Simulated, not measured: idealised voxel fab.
process module | voxel capacitor over wiring
cross-section cut | 300 nm wide | cells 5 nm
A cross-section is a grid of square cells, given in bands from the top down. A band is one or more rows of cells.
Each band's line starts with the height of the band's top and of its bottom, in nm. Then come its materials from left to right, each with its width in nm. One material with "throughout" fills the band from edge to edge. "air" is empty space.
Height 0 is the level under which the wafer as received is all one material. The lowest band goes on downwards, as in "0 down".
A width such as "30 to 40" changes by the same amount from each row of cells to the next, from the band's top row to its bottom row.
"no change" after a step means that no cell of the cross-section changed.
closed voids: empty space of 8 cells or more with no open way to the top, each as width x height at its distance from the left edge, in nm
after a step's settings: what the simulator itself notes on the step
overlay nm, on a step with a mask: how far to the right of its planned place the mask lay; to the left if negative
plan
1 op RECEIVE | material Si
2 op CONFORMAL_DEP | material SiO2 | thk nm 15
3 op CONFORMAL_DEP | material SiCN | thk nm 5
4 op DIRECTIONAL_DEP | material SiO2 | thk nm 20
5 op DIRECTIONAL_DEP | material aC | thk nm 15
6 op PATTERN | tone open | mask id METAL_1 | material resist | width nm 25 | pitch nm 80 | thk nm 30 | overlay nm 0
7 op DIRECTIONAL_ETCH | etch materials aC | depth nm 15
8 op STRIP | etch materials resist
9 op DIRECTIONAL_ETCH | etch materials SiO2 | depth nm 20
10 op DIRECTIONAL_ETCH | etch materials SiCN | depth nm 5
11 op STRIP | etch materials aC
12 op CONFORMAL_DEP | material TiN | thk nm 5
13 op FILL_DEP | material W | thk nm 5
14 op CMP | height nm 40
15 op CONFORMAL_DEP | material SiCN | thk nm 5
16 op DIRECTIONAL_DEP | material SiO2 | thk nm 10
17 op PATTERN | tone open | mask id PLUG_1 | material resist | width nm 15 | thk nm 20 | overlay nm 0
18 op DIRECTIONAL_ETCH | etch materials SiO2 | depth nm 10
19 op DIRECTIONAL_ETCH | etch materials SiCN | depth nm 5
20 op STRIP | etch materials resist
21 op CONFORMAL_DEP | material TiN | thk nm 5
22 op FILL_DEP | material Ru | thk nm 10
23 op CMP | height nm 55
24 op DIRECTIONAL_DEP | material TiN | thk nm 5
25 op DIRECTIONAL_DEP | material HfO2 | thk nm 5
26 op DIRECTIONAL_DEP | material TiN | thk nm 5
27 op MASKED_ETCH | tone cover | mask id UPPER_PLATE | width nm 60 | etch materials TiN | depth nm 5 | overlay nm -15
28 op MASKED_ETCH | tone cover | mask id UPPER_PLATE | width nm 60 | etch materials HfO2 | depth nm 5 | overlay nm 0
29 op MASKED_ETCH | tone cover | mask id LOWER_PLATE | width nm 70 | etch materials TiN | depth nm 5 | overlay nm 0
30 op FILL_DEP | material SiO2 | thk nm 20
31 op CMP | height nm 85
32 op MASKED_ETCH | tone open | mask id PLUG_2 | width nm 15 | etch materials SiO2 | depth nm 15 | overlay nm 0
33 op CONFORMAL_DEP | material TiN | thk nm 5
34 op FILL_DEP | material Ru | thk nm 5
35 op CMP | height nm 85
36 op CONFORMAL_DEP | material SiCN | thk nm 5
varied across the wafers: overlay nm of step 27. The plan shows the first wafer's value. All wafers start alike
first wafer as received, after step 1
  0 down: Si throughout
  closed voids: none
first wafer at the end, after step 36
  90 to 85: SiCN throughout
  85 to 75: SiO2 115 | TiN 5 | Ru 5 | TiN 5 | SiO2 170
  75 to 65: SiO2 115 to 100 | TiN 15 to 50 | SiO2 170 to 150
  65 to 60: SiO2 90 | HfO2 75 | SiO2 135
  60 to 55: SiO2 90 | TiN 80 | SiO2 130
  55 to 45: SiO2 105 | TiN 5 | Ru 5 | TiN 5 | SiO2 180
  45 to 40: SiCN 105 | TiN 15 | SiCN 180
  40 to 20: SiO2 95 | TiN 5 | W 15 | TiN 5 | SiO2 55 | TiN 5 | W 15 | TiN 5 | SiO2 100
  20 to 15: SiCN 95 | TiN 25 | SiCN 55 | TiN 25 | SiCN 100
  15 to 0: SiO2 throughout
  0 down: Si throughout
  closed voids: none
last wafer at the end
  90 to 85: SiCN throughout
  85 to 75: SiO2 115 | TiN 5 | Ru 5 | TiN 5 | SiO2 170
  75 to 65: SiO2 115 to 120 | TiN 15 to 50 | SiO2 170 to 130
  65 to 60: SiO2 105 | HfO2 75 | SiO2 120
  60 to 55: SiO2 100 | TiN 80 | SiO2 120
  55 to 45: SiO2 105 | TiN 5 | Ru 5 | TiN 5 | SiO2 180
  45 to 40: SiCN 105 | TiN 15 | SiCN 180
  40 to 20: SiO2 95 | TiN 5 | W 15 | TiN 5 | SiO2 55 | TiN 5 | W 15 | TiN 5 | SiO2 100
  20 to 15: SiCN 95 | TiN 25 | SiCN 55 | TiN 25 | SiCN 100
  15 to 0: SiO2 throughout
  0 down: Si throughout
  closed voids: none
each wafer at the end: cells of each material gained (+) or lost (-) since it was received, then its closed voids
overlay nm -15 | +15 HfO2 | +4 Ru | +167 SiCN | +804 SiO2 | +66 TiN | +24 W | closed voids: none
overlay nm -10 | +14 HfO2 | +4 Ru | +167 SiCN | +805 SiO2 | +66 TiN | +24 W | closed voids: none
overlay nm -5 | +13 HfO2 | +4 Ru | +167 SiCN | +806 SiO2 | +66 TiN | +24 W | closed voids: none
overlay nm 0 | +12 HfO2 | +4 Ru | +167 SiCN | +807 SiO2 | +66 TiN | +24 W | closed voids: none
overlay nm 5 | +13 HfO2 | +4 Ru | +167 SiCN | +806 SiO2 | +66 TiN | +24 W | closed voids: none
overlay nm 10 | +14 HfO2 | +4 Ru | +167 SiCN | +805 SiO2 | +66 TiN | +24 W | closed voids: none
overlay nm 15 | +15 HfO2 | +4 Ru | +167 SiCN | +804 SiO2 | +66 TiN | +24 W | closed voids: none
